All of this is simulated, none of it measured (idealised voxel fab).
process module | voxel air gaps
215 nm wide, 5 nm square cells: that's cross-section cut.
A cross-section in this document is a grid of square cells, and it is written down as bands, the top band listed before the ones below it; a band is made up of one or more rows of cells.
Within each band entry, the heights of the top and of the bottom of the band appear first, in that order and in nm; the materials of the band then follow from left to right, each with its corresponding width in nm. The designation "full width" on a single material indicates that it fills the band from edge to edge; the designation "blank" indicates empty space.
Beneath 0, the wafer as received is one material, and that level is where height counting begins. The lowest band goes on downward without a bottom; it is written like "0 -> down".
Read "30 to 40" as a graded width: first number on top, second number at the bottom, same change between each pair of neighbouring rows.
The designation "left unchanged", where it is given for a processing step, indicates that no cell of the cross-section was altered in the course of that step.
The label "Closed void inventory" introduces a list of the empty spaces, 8 cells or larger, that have no open way up to the top; each entry in it reads width x height at distance, where the distance is taken from the left edge and all three are stated in nm.
Where a step's line continues beyond its settings, the continuation is a remark by the simulator itself on that step.
overlay nm: mask right of planned place by this much (step with mask). Neg. = left.
# Process steps foreseen in the plan
- 1: RECEIVE [material Si]
- 2: CONFORMAL_DEP [material SiO2] [thk nm 15]
- 3: CONFORMAL_DEP [material SiN] [thk nm 5]
- 4: DIRECTIONAL_DEP [material SiO2] [thk nm 40]
- 5: MASKED_ETCH [tone open] [mask id LINES] [width nm 25] [pitch nm 55] [etch materials SiO2] [depth nm 40] [overlay nm 0]
- 6: CONFORMAL_DEP [material TiN] [thk nm 5]
- 7: FILL_DEP [material Cu] [thk nm 5]
- 8: CMP [height nm 60]
- 9: EPI [material Ru] [thk nm 10]
- 10: SELECTIVE_ETCH [etch materials SiO2] [depth nm 50]
- 11: CONFORMAL_DEP [material SiCN] [thk nm 5]
# Cross-section of the wafer as it came to us, i.e., already through step 1
0 -> down: Si full width
Closed void inventory: none
# Figure: cross-sectional view of the wafer upon completion of the module, processed from the initial state and according to the plan depicted above, with one error introduced during execution
85 -> 80: blank (15), then SiCN (185), then blank (15)
80 -> 60: blank (15), then SiCN (5), then Ru (175), then SiCN (5), then blank (15)
60 -> 55: blank (15), then SiCN (25), then TiN (5), then Cu (15), then TiN (5), then SiO2 (30), then TiN (5), then Cu (15), then TiN (5), then SiO2 (30), then TiN (5), then Cu (15), then TiN (5), then SiCN (25), then blank (15)
55 -> 25: blank (35), then SiCN (5), then TiN (5), then Cu (15), then TiN (5), then SiO2 (30), then TiN (5), then Cu (15), then TiN (5), then SiO2 (30), then TiN (5), then Cu (15), then TiN (5), then SiCN (5), then blank (35)
25 -> 20: SiCN (40), then TiN (25), then SiO2 (30), then TiN (25), then SiO2 (30), then TiN (25), then SiCN (40)
20 -> 15: SiN full width
15 -> 0: SiO2 full width
0 -> down: Si full width
Closed void inventory: none
What was the processing mistake? twice over, step 9 of the plan was run
